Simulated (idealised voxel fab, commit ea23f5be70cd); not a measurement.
Process module under the name voxel transistor to metal
Each square cell in cross-section cut measures 5 nm, and the section as a whole is 155 nm wide.
For the purposes of this document, a cross-section shall be understood as a grid of square cells, specified as bands listed in top-to-bottom order, each band consisting of one or more rows of cells.
Top, bottom (nm), then materials left to right with widths (nm); lone material tagged "all across" fills the whole band edge to edge; "blank" = empty space.
Heads up on the height convention: 0 is the point under which the incoming wafer is all one material, and the lowest band has no bottom, it just keeps going down, like "z 0 and below".
Width spec "30..40" -> top row of cells at first value, bottom row at second value, equal per-row change in between.
Key: "left unchanged" - step with no changed cell in the cross-section.
For the entry "Completely sealed voids", the listed items are empty spaces with no open way to the top whose size is 8 cells or more; each item follows the pattern width x height at distance, where distance is from the left edge and all three are in nm.
Heads up: the bit after the settings on a step's line is the simulator's remark on that step.
On any step carrying a mask, the "overlay nm" setting, if present on the step's line, tells how far right of its planned place the mask lay; negative values point to the left.
## The process steps that were planned are listed below
1. RECEIVE (material Si)
2. CONFORMAL_DEP (material SiO2; thk nm 5)
3. CONFORMAL_DEP (material SiN; thk nm 15)
4. PATTERN (tone cover; mask id ACTIVE; material resist; width nm 105; thk nm 15; overlay nm 0)
5. DIRECTIONAL_ETCH (etch materials SiN; depth nm 15)
6. DIRECTIONAL_ETCH (etch materials SiO2; depth nm 5)
7. DIRECTIONAL_ETCH (etch materials Si; depth nm 20)
8. STRIP (etch materials resist)
9. OXIDIZE (depth nm 5)
10. FILL_DEP (material SiO2; thk nm 15)
11. CMP (height nm 20)
12. SELECTIVE_ETCH (etch materials SiO2; depth nm 15)
13. STRIP (etch materials SiN)
14. SELECTIVE_ETCH (etch materials SiO2; depth nm 5)
15. OXIDIZE (depth nm 5)
16. DIRECTIONAL_DEP (material polySi; thk nm 30)
17. DIRECTIONAL_DEP (material SiCN; thk nm 10)
18. DIRECTIONAL_DEP (material aC; thk nm 10)
19. PATTERN (tone cover; mask id GATE; material resist; width nm 25; thk nm 30; overlay nm 0)
20. DIRECTIONAL_ETCH (etch materials aC; depth nm 10)
21. STRIP (etch materials resist)
22. DIRECTIONAL_ETCH (etch materials SiCN; depth nm 20)
23. DIRECTIONAL_ETCH (etch materials polySi; depth nm 40)
24. STRIP (etch materials aC)
25. CONFORMAL_DEP (material SiO2; thk nm 5)
26. DIRECTIONAL_ETCH (etch materials SiO2; depth nm 5)
27. CONFORMAL_DEP (material SiN; thk nm 10)
28. DIRECTIONAL_ETCH (etch materials SiN; depth nm 10)
29. DIRECTIONAL_ETCH (etch materials SiO2; depth nm 5)
30. DIRECTIONAL_ETCH (etch materials Si; depth nm 15)
31. EPI (material nSi; thk nm 15)
32. FILL_DEP (material SiO2; thk nm 10)
33. CMP (height nm 40)
34. DIRECTIONAL_DEP (material SiO2; thk nm 15)
35. PATTERN (tone open; mask id CONTACT; material resist; width nm 30; pitch nm 65; thk nm 20; overlay nm 0)
36. DIRECTIONAL_ETCH (etch materials SiO2; depth nm 60)
37. STRIP (etch materials resist)
38. CONFORMAL_DEP (material TiN; thk nm 5)
39. FILL_DEP (material Ru; thk nm 5)
40. CMP (height nm 55)
41. CONFORMAL_DEP (material SiCN; thk nm 5)
42. DIRECTIONAL_DEP (material SiO2; thk nm 25)
43. MASKED_ETCH (tone open; mask id METAL_1; width nm 20; pitch nm 75; etch materials SiO2; depth nm 25; overlay nm 0)
44. MASKED_ETCH (tone open; mask id METAL_1; width nm 20; pitch nm 75; etch materials SiCN; depth nm 5; overlay nm 0)
45. CONFORMAL_DEP (material TiN; thk nm 5)
46. FILL_DEP (material Cu; thk nm 5)
47. CMP (height nm 85)
48. CONFORMAL_DEP (material SiN; thk nm 5)
## Incoming wafer, cross-sectional view, post step 1
  z 0 and below  Si all across
  Completely sealed voids: none
## The plan above was carried out on the starting structure above with one mistake, and this cross-section shows the wafer at the end of the module
  z 90 to 85  SiN all across
  z 85 to 60  30 nm SiO2, then 5 nm TiN, then 10 nm Cu, then 5 nm TiN, then 55 nm SiO2, then 5 nm TiN, then 10 nm Cu, then 5 nm TiN, then 30 nm SiO2
  z 60 to 55  30 nm SiCN, then 20 nm TiN, then 55 nm SiCN, then 20 nm TiN, then 30 nm SiCN
  z 55 to 45  30 nm SiO2, then 5 nm TiN, then 20 nm Ru, then 5 nm TiN, then 35 nm SiO2, then 5 nm TiN, then 20 nm Ru, then 5 nm TiN, then 30 nm SiO2
  z 45 to 40  30 nm SiO2, then 5 nm TiN, then 10 nm Ru, then 15 nm TiN, then 35 nm SiO2, then 15 nm TiN, then 10 nm Ru, then 5 nm TiN, then 30 nm SiO2
  z 40 to 30  30 nm SiO2, then 5 nm TiN, then 10 nm Ru, then 5 nm TiN, then 10 nm SiN, then 5 nm SiO2, then 25 nm SiCN, then 5 nm SiO2, then 10 nm SiN, then 5 nm TiN, then 10 nm Ru, then 5 nm TiN, then 30 nm SiO2
  z 30 to 15  30 nm SiO2, then 5 nm TiN, then 10 nm Ru, then 5 nm TiN, then 10 nm SiN, then 5 nm SiO2, then 25 nm polySi, then 5 nm SiO2, then 10 nm SiN, then 5 nm TiN, then 10 nm Ru, then 5 nm TiN, then 30 nm SiO2
  z 15 to 10  30 nm SiO2, then 20 nm TiN, then 10 nm SiN, then 5 nm SiO2, then 25 nm polySi, then 5 nm SiO2, then 10 nm SiN, then 20 nm TiN, then 30 nm SiO2
  z 10 to 0  30 nm SiO2, then 5 nm TiN, then 15 nm nSi, then 10 nm SiN, then 5 nm SiO2, then 25 nm polySi, then 5 nm SiO2, then 10 nm SiN, then 15 nm nSi, then 5 nm TiN, then 30 nm SiO2
  z 0 to -5  10 nm SiO2, then 15 nm SiN, then 5 nm SiO2, then 5 nm TiN, then 15 nm nSi, then 55 nm SiO2, then 15 nm nSi, then 5 nm TiN, then 5 nm SiO2, then 15 nm SiN, then 10 nm SiO2
  z -5 to -15  10 nm SiO2, then 15 nm SiN, then 10 nm SiO2, then 15 nm nSi, then 55 nm Si, then 15 nm nSi, then 10 nm SiO2, then 15 nm SiN, then 10 nm SiO2
  z -15 to -20  35 nm SiO2, then 15 nm nSi, then 55 nm Si, then 15 nm nSi, then 35 nm SiO2
  z -20 to -25  30 nm SiO2, then 95 nm Si, then 30 nm SiO2
  z -25 and below  Si all across
  Completely sealed voids: none
Nonconformance to the process plan: steps 12 and 13 of the plan were each performed in the slot designated for the other
